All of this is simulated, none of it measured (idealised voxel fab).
Process module in this document: voxel tone inversion
Cross-sectional view cut (width: 150 nm; square cell size: 5 nm).
Cross-section layout: square cells on a grid; listed as bands, top to bottom; a band spans one or more cell rows. Each band's line starts with the height of the band's top and of its bottom, in nm. Then come its materials from left to right, each with its width in nm. One material with "edge to edge" fills the band from edge to edge. "empty" is empty space. Height 0 is the level under which the wafer as received is all one material. The lowest band goes on downwards, as in "z 0 and below". Width "30..40": first value at the band's top row of cells, second value at its bottom row, equal change from row to row. "no alteration", as given for a step, is the statement that not any cell of the cross-section underwent a change during that step. For the entry "Closed void list", the listed items are empty spaces with no open way to the top whose size is 8 cells or more; each item follows the pattern width x height at distance, where distance is from the left edge and all three are in nm. It should be noted that, on the line of a given step, the content following the step's settings is a remark produced by the simulator itself with respect to that step. overlay nm: for a step with a mask, the amount by which the mask lay right of where it was planned; a negative amount means left of it.
## The following list gives the planned process steps
1,RECEIVE (material Si)
2,CONFORMAL_DEP (material SiN; thk nm 5)
3,DIRECTIONAL_DEP (material aC; thk nm 15)
4,PATTERN (tone cover; mask id POSTS; material resist; width nm 25; pitch nm 40; thk nm 25; overlay nm 0)
5,DIRECTIONAL_ETCH (etch materials aC; depth nm 15)
6,STRIP (etch materials resist)
7,FILL_DEP (material SiO2; thk nm 10)
8,CMP (height nm 20)
9,STRIP (etch materials aC)
varied across the wafers: thk nm of step 2. The plan shows the first wafer's value. All wafers start alike
## This is how the first of several wafers looked in cross-section when it arrived, which is after step 1
> z 0 and below = Si edge to edge
> Closed void list: none
## End of the module, past its last step, step 9: how the first of several wafers looks in cross-section
> z 20 to 5 = SiO2=40 / empty=25 / SiO2=15 / empty=25 / SiO2=45
> z 5 to 0 = SiN edge to edge
> z 0 and below = Si edge to edge
> Closed void list: none
## Final wafer of several, shown in cross-section at the end of the module
> z 20 to 0 = SiN edge to edge
> z 0 and below = Si edge to edge
> Closed void list: none
## The table below has one row for each wafer; a row shows, as of the end of the module, how many cells of each material the wafer has gained, marked (+), or lost, marked (-), since it was received, and then the wafer's closed voids
thk nm 5; +30 SiN; +60 SiO2; Closed void list: none
thk nm 10; +60 SiN; +40 SiO2; Closed void list: none
thk nm 15; +90 SiN; +20 SiO2; Closed void list: none
thk nm 20; +120 SiN; Closed void list: none
